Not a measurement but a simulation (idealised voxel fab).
Process module under the name voxel self aligned vias
Cross-sectional view cut (width: 295 nm; square cell size: 5 nm).
How to read a cross-section here: the picture is a grid of square cells, written as bands going from the top down, and any band can span one or more rows of cells. Within each band entry, the heights of the top and of the bottom of the band appear first, in that order and in nm; the materials of the band then follow from left to right, each with its corresponding width in nm. The designation "everywhere" on a single material indicates that it fills the band from edge to edge; the designation "blank" indicates empty space. Basically, 0 is our baseline, since under it the wafer straight out of the box is all one material. The bottom band has no lower end and keeps on going down, so it looks like "0 nm and below". It should be noted that a width expressed as "30->40" varies in equal increments from row to row of cells within the band, taking the value of the first number at the top row and that of the second number at the bottom row. The cross-section has no changed cell in any step marked "nothing altered". The entry "Closed void register" lists the empty spaces that cover at least 8 cells and have no open path to the top. Each is written as width x height at distance, where the distance is measured from the left edge and all three values are in nm. It should be noted that, on the line of a given step, the content following the step's settings is a remark produced by the simulator itself with respect to that step. Among the settings permitted on a step's line is "overlay nm"; applied to a step with a mask, it specifies the extent to which the mask lay to the right of its planned position, whereas a negative figure signifies a position to the left.
Here's what the planned process steps look like:
- 1: RECEIVE [material Si]
- 2: CONFORMAL_DEP [material SiO2] [thk nm 15]
- 3: CONFORMAL_DEP [material SiCN] [thk nm 5]
- 4: DIRECTIONAL_DEP [material lowk] [thk nm 25]
- 5: DIRECTIONAL_DEP [material aC] [thk nm 15]
- 6: PATTERN [tone open] [mask id LINES] [material resist] [width nm 25] [pitch nm 60] [thk nm 30] [overlay nm 0]
- 7: DIRECTIONAL_ETCH [etch materials aC] [depth nm 15]
- 8: STRIP [etch materials resist]
- 9: DIRECTIONAL_ETCH [etch materials lowk] [depth nm 25]
- 10: STRIP [etch materials aC]
- 11: CONFORMAL_DEP [material TiN] [thk nm 5]
- 12: FILL_DEP [material Ru] [thk nm 10]
- 13: CMP [height nm 45]
- 14: SELECTIVE_ETCH [etch materials W Ru TiN] [depth nm 5]
- 15: FILL_DEP [material SiN] [thk nm 5]
- 16: CMP [height nm 45]
- 17: DIRECTIONAL_DEP [material lowk] [thk nm 15]
- 18: PATTERN [tone open] [mask id VIAS] [material resist] [width nm 45] [pitch nm 60] [thk nm 15] [overlay nm 0]
- 19: DIRECTIONAL_ETCH [etch materials lowk] [depth nm 15]
- 20: DIRECTIONAL_ETCH [etch materials SiN] [depth nm 5]
- 21: STRIP [etch materials resist]
- 22: CONFORMAL_DEP [material TiN] [thk nm 5]
- 23: FILL_DEP [material Ru] [thk nm 10]
- 24: CMP [height nm 60]
- 25: CONFORMAL_DEP [material SiN] [thk nm 5]
Cross-section of the wafer as it came to us, i.e., already through step 1:
  0 nm and below  Si everywhere
  Closed void register: none
Cross-section taken at module completion on the first of two wafers; processed per the plan:
  65 nm to 60 nm  SiN everywhere
  60 nm to 50 nm  lowk 65  TiN 5  Ru 35  TiN 5  lowk 15  TiN 5  Ru 35  TiN 5  lowk 15  TiN 5  Ru 35  TiN 5  lowk 65
  50 nm to 45 nm  lowk 65  TiN 15  Ru 15  TiN 15  lowk 15  TiN 15  Ru 15  TiN 15  lowk 15  TiN 15  Ru 15  TiN 15  lowk 65
  45 nm to 40 nm  lowk 75  TiN 25  lowk 35  TiN 25  lowk 35  TiN 25  lowk 75
  40 nm to 25 nm  lowk 75  TiN 5  Ru 15  TiN 5  lowk 35  TiN 5  Ru 15  TiN 5  lowk 35  TiN 5  Ru 15  TiN 5  lowk 75
  25 nm to 20 nm  lowk 75  TiN 25  lowk 35  TiN 25  lowk 35  TiN 25  lowk 75
  20 nm to 15 nm  SiCN everywhere
  15 nm to 0 nm  SiO2 everywhere
  0 nm and below  Si everywhere
  Closed void register: none
Cross-sectional image of the second wafer of the two following completion of the module. Starting state and process plan were the same as for the first wafer; one execution error occurred:
  65 nm to 60 nm  SiN everywhere
  60 nm to 50 nm  Ru 60  TiN 5  lowk 45  TiN 5  Ru 5  TiN 5  lowk 45  TiN 5  Ru 5  TiN 5  lowk 45  TiN 5  Ru 60
  50 nm to 45 nm  TiN 65  lowk 45  TiN 15  lowk 45  TiN 15  lowk 45  TiN 65
  45 nm to 40 nm  lowk 75  SiN 25  lowk 35  SiN 25  lowk 35  SiN 25  lowk 75
  40 nm to 25 nm  lowk 75  TiN 5  Ru 15  TiN 5  lowk 35  TiN 5  Ru 15  TiN 5  lowk 35  TiN 5  Ru 15  TiN 5  lowk 75
  25 nm to 20 nm  lowk 75  TiN 25  lowk 35  TiN 25  lowk 35  TiN 25  lowk 75
  20 nm to 15 nm  SiCN everywhere
  15 nm to 0 nm  SiO2 everywhere
  0 nm and below  Si everywhere
  Closed void register: none
what went wrong: step 18 ran with different settings than intended, the actual operation and settings being PATTERN [tone cover] [mask id VIAS] [material resist] [width nm 45] [pitch nm 60] [thk nm 15] [overlay nm 0]
It is noted that, at the conclusion of processing, the second wafer exhibits a higher or lower cell count for certain materials relative to the first: Ru: 1 more | SiN: 15 more | TiN: 1 fewer | lowk: 15 fewer
